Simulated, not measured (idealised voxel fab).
Name of the process module below: voxel self aligned contacts
Square cells of 5 nm make up the cross-section cut, whose width is 285 nm.
Square cells in a grid make up a cross-section in this document, and the grid is given as bands, listed from the top down, each one or more rows of cells.
First you get the band's top height and its bottom height, in nm, and then the materials it's made of, left to right, with each width in nm. If you see a single material with "full width", that one covers the band edge to edge. "blank" is empty space.
Height 0 is the level under which the wafer as received is all one material. The lowest band goes on downwards, as in "0..down".
Quick explanation for "30..40": the width changes in equal steps down the rows of cells, from the first number in the band's top row to the second number in its bottom row.
"nothing was modified" -> step changed no cross-section cell.
Entry "Closed void list" = empty spaces >= 8 cells with no open way to the top; each as width x height at distance, distance from left edge, all nm.
Where a step's line continues beyond its settings, the continuation is a remark by the simulator itself on that step.
overlay nm, on a step with a mask: how far to the right of its planned place the mask lay; to the left if negative
The planned process steps are enumerated hereunder
- 1: RECEIVE: material Si
- 2: OXIDIZE: depth nm 5
- 3: DIRECTIONAL_DEP: material polySi, thk nm 30
- 4: DIRECTIONAL_DEP: material SiN, thk nm 25
- 5: PATTERN: tone cover, mask id GATE, material resist, width nm 35, pitch nm 75, thk nm 20, overlay nm 0
- 6: DIRECTIONAL_ETCH: etch materials SiN, depth nm 25
- 7: DIRECTIONAL_ETCH: etch materials polySi, depth nm 30
- 8: STRIP: etch materials resist
- 9: CONFORMAL_DEP: material SiN, thk nm 10
- 10: DIRECTIONAL_ETCH: etch materials SiN, depth nm 10
- 11: FILL_DEP: material SiO2, thk nm 20
- 12: CMP: height nm 65
- 13: PATTERN: tone open, mask id CONTACT, material resist, width nm 50, pitch nm 75, thk nm 15, overlay nm 0
- 14: DIRECTIONAL_ETCH: etch materials SiO2, depth nm 70
- 15: STRIP: etch materials resist
- 16: CONFORMAL_DEP: material TiN, thk nm 5
- 17: FILL_DEP: material W, thk nm 10
- 18: CMP: height nm 65
- 19: CONFORMAL_DEP: material SiN, thk nm 5
Of two wafers, the first: run according to plan
Cross-section of the incoming wafer, state after step 1
    0..down  Si full width
    Closed void list: none
Presented here is a cross-section of the wafer after step 2 has been performed
    0..-5  SiO2 full width
    Beneath the level -5, the cross-section is identical to its previous state.
Presented here is a cross-section of the wafer after step 3 has been performed
    30..0  polySi full width
    Beneath the level 0, the cross-section is identical to its previous state.
Presented here is a cross-section of the wafer after step 4 has been performed
    55..30  SiN full width
    Beneath the level 30, the cross-section is identical to its previous state.
Presented here is a cross-section of the wafer after step 5 has been performed
    75..55  50 nm blank  35 nm resist  40 nm blank  35 nm resist  40 nm blank  35 nm resist  50 nm blank
    Beneath the level 55, the cross-section is identical to its previous state.
Presented here is a cross-section of the wafer after step 6 has been performed
    75..55  50 nm blank  35 nm resist  40 nm blank  35 nm resist  40 nm blank  35 nm resist  50 nm blank
    55..30  50 nm blank  35 nm SiN  40 nm blank  35 nm SiN  40 nm blank  35 nm SiN  50 nm blank
    Beneath the level 30, the cross-section is identical to its previous state.
Presented here is a cross-section of the wafer after step 7 has been performed
    75..55  50 nm blank  35 nm resist  40 nm blank  35 nm resist  40 nm blank  35 nm resist  50 nm blank
    55..30  50 nm blank  35 nm SiN  40 nm blank  35 nm SiN  40 nm blank  35 nm SiN  50 nm blank
    30..0  50 nm blank  35 nm polySi  40 nm blank  35 nm polySi  40 nm blank  35 nm polySi  50 nm blank
    Beneath the level 0, the cross-section is identical to its previous state.
Presented here is a cross-section of the wafer after step 8 has been performed
    55..30  50 nm blank  35 nm SiN  40 nm blank  35 nm SiN  40 nm blank  35 nm SiN  50 nm blank
    Beneath the level 30, the cross-section is identical to its previous state.
Presented here is a cross-section of the wafer after step 9 has been performed
    65..30  40 nm blank  55 nm SiN  20 nm blank  55 nm SiN  20 nm blank  55 nm SiN  40 nm blank
    30..10  40 nm blank  10 nm SiN  35 nm polySi  10 nm SiN  20 nm blank  10 nm SiN  35 nm polySi  10 nm SiN  20 nm blank  10 nm SiN  35 nm polySi  10 nm SiN  40 nm blank
    10..0  50 nm SiN  35 nm polySi  40 nm SiN  35 nm polySi  40 nm SiN  35 nm polySi  50 nm SiN
    Beneath the level 0, the cross-section is identical to its previous state.
Presented here is a cross-section of the wafer after step 10 has been performed
    55..30  40 nm blank  55 nm SiN  20 nm blank  55 nm SiN  20 nm blank  55 nm SiN  40 nm blank
    30..0  40 nm blank  10 nm SiN  35 nm polySi  10 nm SiN  20 nm blank  10 nm SiN  35 nm polySi  10 nm SiN  20 nm blank  10 nm SiN  35 nm polySi  10 nm SiN  40 nm blank
    Beneath the level 0, the cross-section is identical to its previous state.
Presented here is a cross-section of the wafer after step 11 has been performed
    75..55  SiO2 full width
    55..30  40 nm SiO2  55 nm SiN  20 nm SiO2  55 nm SiN  20 nm SiO2  55 nm SiN  40 nm SiO2
    30..0  40 nm SiO2  10 nm SiN  35 nm polySi  10 nm SiN  20 nm SiO2  10 nm SiN  35 nm polySi  10 nm SiN  20 nm SiO2  10 nm SiN  35 nm polySi  10 nm SiN  40 nm SiO2
    Beneath the level 0, the cross-section is identical to its previous state.
Presented here is a cross-section of the wafer after step 12 has been performed
    65..55  SiO2 full width
    Beneath the level 55, the cross-section is identical to its previous state.
Presented here is a cross-section of the wafer after step 13 has been performed
    80..65  80 nm resist  50 nm blank  25 nm resist  50 nm blank  80 nm resist
    Beneath the level 65, the cross-section is identical to its previous state.
Presented here is a cross-section of the wafer after step 14 has been performed
    80..65  80 nm resist  50 nm blank  25 nm resist  50 nm blank  80 nm resist
    65..55  80 nm SiO2  50 nm blank  25 nm SiO2  50 nm blank  80 nm SiO2
    55..30  40 nm SiO2  55 nm SiN  20 nm blank  55 nm SiN  20 nm blank  55 nm SiN  40 nm SiO2
    30..0  40 nm SiO2  10 nm SiN  35 nm polySi  10 nm SiN  20 nm blank  10 nm SiN  35 nm polySi  10 nm SiN  20 nm blank  10 nm SiN  35 nm polySi  10 nm SiN  40 nm SiO2
    0..-5  95 nm SiO2  20 nm blank  55 nm SiO2  20 nm blank  95 nm SiO2
    Beneath the level -5, the cross-section is identical to its previous state.
Presented here is a cross-section of the wafer after step 15 has been performed
    65..55  80 nm SiO2  50 nm blank  25 nm SiO2  50 nm blank  80 nm SiO2
    Beneath the level 55, the cross-section is identical to its previous state.
Presented here is a cross-section of the wafer after step 16 has been performed
    70..65  85 nm TiN  40 nm blank  35 nm TiN  40 nm blank  85 nm TiN
    65..55  80 nm SiO2  5..20 nm TiN  40..10 nm blank  5..20 nm TiN  25 nm SiO2  5..20 nm TiN  40..10 nm blank  5..20 nm TiN  80 nm SiO2
    55..30  40 nm SiO2  55 nm SiN  5 nm TiN  10 nm blank  5 nm TiN  55 nm SiN  5 nm TiN  10 nm blank  5 nm TiN  55 nm SiN  40 nm SiO2
    30..0  40 nm SiO2  10 nm SiN  35 nm polySi  10 nm SiN  5 nm TiN  10 nm blank  5 nm TiN  10 nm SiN  35 nm polySi  10 nm SiN  5 nm TiN  10 nm blank  5 nm TiN  10 nm SiN  35 nm polySi  10 nm SiN  40 nm SiO2
    0..-5  95 nm SiO2  20 nm TiN  55 nm SiO2  20 nm TiN  95 nm SiO2
    Beneath the level -5, the cross-section is identical to its previous state.
Presented here is a cross-section of the wafer after step 17 has been performed
    80..70  W full width
    70..65  85 nm TiN  40 nm W  35 nm TiN  40 nm W  85 nm TiN
    65..55  80 nm SiO2  5..20 nm TiN  40..10 nm W  5..20 nm TiN  25 nm SiO2  5..20 nm TiN  40..10 nm W  5..20 nm TiN  80 nm SiO2
    55..30  40 nm SiO2  55 nm SiN  5 nm TiN  10 nm W  5 nm TiN  55 nm SiN  5 nm TiN  10 nm W  5 nm TiN  55 nm SiN  40 nm SiO2
    30..0  40 nm SiO2  10 nm SiN  35 nm polySi  10 nm SiN  5 nm TiN  10 nm W  5 nm TiN  10 nm SiN  35 nm polySi  10 nm SiN  5 nm TiN  10 nm W  5 nm TiN  10 nm SiN  35 nm polySi  10 nm SiN  40 nm SiO2
    Beneath the level 0, the cross-section is identical to its previous state.
Presented here is a cross-section of the wafer after step 18 has been performed
    65..55  80 nm SiO2  5..20 nm TiN  40..10 nm W  5..20 nm TiN  25 nm SiO2  5..20 nm TiN  40..10 nm W  5..20 nm TiN  80 nm SiO2
    Beneath the level 55, the cross-section is identical to its previous state.
Presented here is a cross-section of the wafer after step 19 has been performed
    70..65  SiN full width
    Beneath the level 65, the cross-section is identical to its previous state.
The second wafer began exactly as the first did and followed the same plan, but one mistake was made while running it; through step 2 inclusive, the two wafers are identical
Cross-sectional representation of the second wafer at the time designated in the plan for the completion of step 3
    60..0  polySi full width
    Beneath the level 0, the cross-section is identical to its previous state.
Cross-sectional representation of the second wafer at the time designated in the plan for the completion of step 4
    85..60  SiN full width
    Beneath the level 60, the cross-section is identical to its previous state.
Cross-sectional representation of the second wafer at the time designated in the plan for the completion of step 5
    105..85  50 nm blank  35 nm resist  40 nm blank  35 nm resist  40 nm blank  35 nm resist  50 nm blank
    Beneath the level 85, the cross-section is identical to its previous state.
Cross-sectional representation of the second wafer at the time designated in the plan for the completion of step 6
    105..85  50 nm blank  35 nm resist  40 nm blank  35 nm resist  40 nm blank  35 nm resist  50 nm blank
    85..60  50 nm blank  35 nm SiN  40 nm blank  35 nm SiN  40 nm blank  35 nm SiN  50 nm blank
    Beneath the level 60, the cross-section is identical to its previous state.
Cross-sectional representation of the second wafer at the time designated in the plan for the completion of step 7
    105..85  50 nm blank  35 nm resist  40 nm blank  35 nm resist  40 nm blank  35 nm resist  50 nm blank
    85..60  50 nm blank  35 nm SiN  40 nm blank  35 nm SiN  40 nm blank  35 nm SiN  50 nm blank
    60..30  50 nm blank  35 nm polySi  40 nm blank  35 nm polySi  40 nm blank  35 nm polySi  50 nm blank
    Beneath the level 30, the cross-section is identical to its previous state.
Cross-sectional representation of the second wafer at the time designated in the plan for the completion of step 8
    85..60  50 nm blank  35 nm SiN  40 nm blank  35 nm SiN  40 nm blank  35 nm SiN  50 nm blank
    Beneath the level 60, the cross-section is identical to its previous state.
Cross-sectional representation of the second wafer at the time designated in the plan for the completion of step 9
    95..60  40 nm blank  55 nm SiN  20 nm blank  55 nm SiN  20 nm blank  55 nm SiN  40 nm blank
    60..40  40 nm blank  10 nm SiN  35 nm polySi  10 nm SiN  20 nm blank  10 nm SiN  35 nm polySi  10 nm SiN  20 nm blank  10 nm SiN  35 nm polySi  10 nm SiN  40 nm blank
    40..30  50 nm SiN  35 nm polySi  40 nm SiN  35 nm polySi  40 nm SiN  35 nm polySi  50 nm SiN
    Beneath the level 30, the cross-section is identical to its previous state.
Cross-sectional representation of the second wafer at the time designated in the plan for the completion of step 10
    85..60  40 nm blank  55 nm SiN  20 nm blank  55 nm SiN  20 nm blank  55 nm SiN  40 nm blank
    60..30  40 nm blank  10 nm SiN  35 nm polySi  10 nm SiN  20 nm blank  10 nm SiN  35 nm polySi  10 nm SiN  20 nm blank  10 nm SiN  35 nm polySi  10 nm SiN  40 nm blank
    Beneath the level 30, the cross-section is identical to its previous state.
Cross-sectional representation of the second wafer at the time designated in the plan for the completion of step 11
    105..85  SiO2 full width
    85..60  40 nm SiO2  55 nm SiN  20 nm SiO2  55 nm SiN  20 nm SiO2  55 nm SiN  40 nm SiO2
    60..30  40 nm SiO2  10 nm SiN  35 nm polySi  10 nm SiN  20 nm SiO2  10 nm SiN  35 nm polySi  10 nm SiN  20 nm SiO2  10 nm SiN  35 nm polySi  10 nm SiN  40 nm SiO2
    Beneath the level 30, the cross-section is identical to its previous state.
Cross-sectional representation of the second wafer at the time designated in the plan for the completion of step 12
    65..60  40 nm SiO2  55 nm SiN  20 nm SiO2  55 nm SiN  20 nm SiO2  55 nm SiN  40 nm SiO2
    Beneath the level 60, the cross-section is identical to its previous state.
Cross-sectional representation of the second wafer at the time designated in the plan for the completion of step 13
    80..65  80 nm resist  50 nm blank  25 nm resist  50 nm blank  80 nm resist
    Beneath the level 65, the cross-section is identical to its previous state.
Cross-sectional representation of the second wafer at the time designated in the plan for the completion of step 14
    80..65  80 nm resist  50 nm blank  25 nm resist  50 nm blank  80 nm resist
    65..60  40 nm SiO2  55 nm SiN  20 nm blank  55 nm SiN  20 nm blank  55 nm SiN  40 nm SiO2
    60..30  40 nm SiO2  10 nm SiN  35 nm polySi  10 nm SiN  20 nm blank  10 nm SiN  35 nm polySi  10 nm SiN  20 nm blank  10 nm SiN  35 nm polySi  10 nm SiN  40 nm SiO2
    Beneath the level 30, the cross-section is identical to its previous state.
Cross-sectional representation of the second wafer at the time designated in the plan for the completion of step 15
    65..60  40 nm SiO2  55 nm SiN  20 nm blank  55 nm SiN  20 nm blank  55 nm SiN  40 nm SiO2
    Beneath the level 60, the cross-section is identical to its previous state.
Cross-sectional representation of the second wafer at the time designated in the plan for the completion of step 16
    70..65  100 nm TiN  10 nm blank  65 nm TiN  10 nm blank  100 nm TiN
    65..60  40 nm SiO2  55 nm SiN  5 nm TiN  10 nm blank  5 nm TiN  55 nm SiN  5 nm TiN  10 nm blank  5 nm TiN  55 nm SiN  40 nm SiO2
    60..35  40 nm SiO2  10 nm SiN  35 nm polySi  10 nm SiN  5 nm TiN  10 nm blank  5 nm TiN  10 nm SiN  35 nm polySi  10 nm SiN  5 nm TiN  10 nm blank  5 nm TiN  10 nm SiN  35 nm polySi  10 nm SiN  40 nm SiO2
    35..30  40 nm SiO2  10 nm SiN  35 nm polySi  10 nm SiN  20 nm TiN  10 nm SiN  35 nm polySi  10 nm SiN  20 nm TiN  10 nm SiN  35 nm polySi  10 nm SiN  40 nm SiO2
    Beneath the level 30, the cross-section is identical to its previous state.
Cross-sectional representation of the second wafer at the time designated in the plan for the completion of step 17
    80..70  W full width
    70..65  100 nm TiN  10 nm W  65 nm TiN  10 nm W  100 nm TiN
    65..60  40 nm SiO2  55 nm SiN  5 nm TiN  10 nm W  5 nm TiN  55 nm SiN  5 nm TiN  10 nm W  5 nm TiN  55 nm SiN  40 nm SiO2
    60..35  40 nm SiO2  10 nm SiN  35 nm polySi  10 nm SiN  5 nm TiN  10 nm W  5 nm TiN  10 nm SiN  35 nm polySi  10 nm SiN  5 nm TiN  10 nm W  5 nm TiN  10 nm SiN  35 nm polySi  10 nm SiN  40 nm SiO2
    Beneath the level 35, the cross-section is identical to its previous state.
Cross-sectional representation of the second wafer at the time designated in the plan for the completion of step 18
    65..60  40 nm SiO2  55 nm SiN  5 nm TiN  10 nm W  5 nm TiN  55 nm SiN  5 nm TiN  10 nm W  5 nm TiN  55 nm SiN  40 nm SiO2
    Beneath the level 60, the cross-section is identical to its previous state.
Cross-sectional representation of the second wafer at the time designated in the plan for the completion of step 19
    70..65  SiN full width
    Beneath the level 65, the cross-section is identical to its previous state.
So what did we get wrong on this run? execution of plan step 3 occurred twice
The second wafer ends with more or fewer cells of some materials than the first, per final count: -132 SiN, -130 SiO2, -40 TiN, -40 W, +342 polySi
